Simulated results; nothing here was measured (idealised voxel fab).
process module | voxel local oxidation
cross-section cut | 175 nm wide | cells 5 nm
A cross-section is a grid of square cells, given in bands from the top down. A band is one or more rows of cells.
Each band's line starts with the height of the band's top and of its bottom, in nm. Then come its materials from left to right, each with its width in nm. One material with "throughout" fills the band from edge to edge. "air" is empty space.
Height 0 is the level under which the wafer as received is all one material. The lowest band goes on downwards, as in "0 down".
A width such as "30 to 40" changes by the same amount from each row of cells to the next, from the band's top row to its bottom row.
"no change" after a step means that no cell of the cross-section changed.
closed voids: empty space of 8 cells or more with no open way to the top, each as width x height at its distance from the left edge, in nm
after a step's settings: what the simulator itself notes on the step
overlay nm, on a step with a mask: how far to the right of its planned place the mask lay; to the left if negative
plan
1 op RECEIVE | material Si
2 op OXIDIZE | depth nm 5
3 op CONFORMAL_DEP | material SiN | thk nm 10
4 op PATTERN | tone cover | mask id ACTIVE | material resist | width nm 130 | thk nm 15 | overlay nm 0
5 op DIRECTIONAL_ETCH | etch materials SiN | depth nm 5
6 op STRIP | etch materials resist
7 op SELECTIVE_ETCH | etch materials SiO2 | depth nm 5
8 op OXIDIZE | depth nm 10
9 op STRIP | etch materials SiN
varied across the wafers: depth nm of step 5. The plan shows the first wafer's value. All wafers start alike
first wafer as received, after step 1
  0 down: Si throughout
  closed voids: none
each wafer at the end: cells of each material gained (+) or lost (-) since it was received, then its closed voids
depth nm 5 | -35 Si | +35 SiO2 | closed voids: none
depth nm 10 | -65 Si | +54 SiO2 | closed voids: none
depth nm 15 | -65 Si | +54 SiO2 | closed voids: none
depth nm 20 | -65 Si | +54 SiO2 | closed voids: none
depth nm 25 | -65 Si | +54 SiO2 | closed voids: none
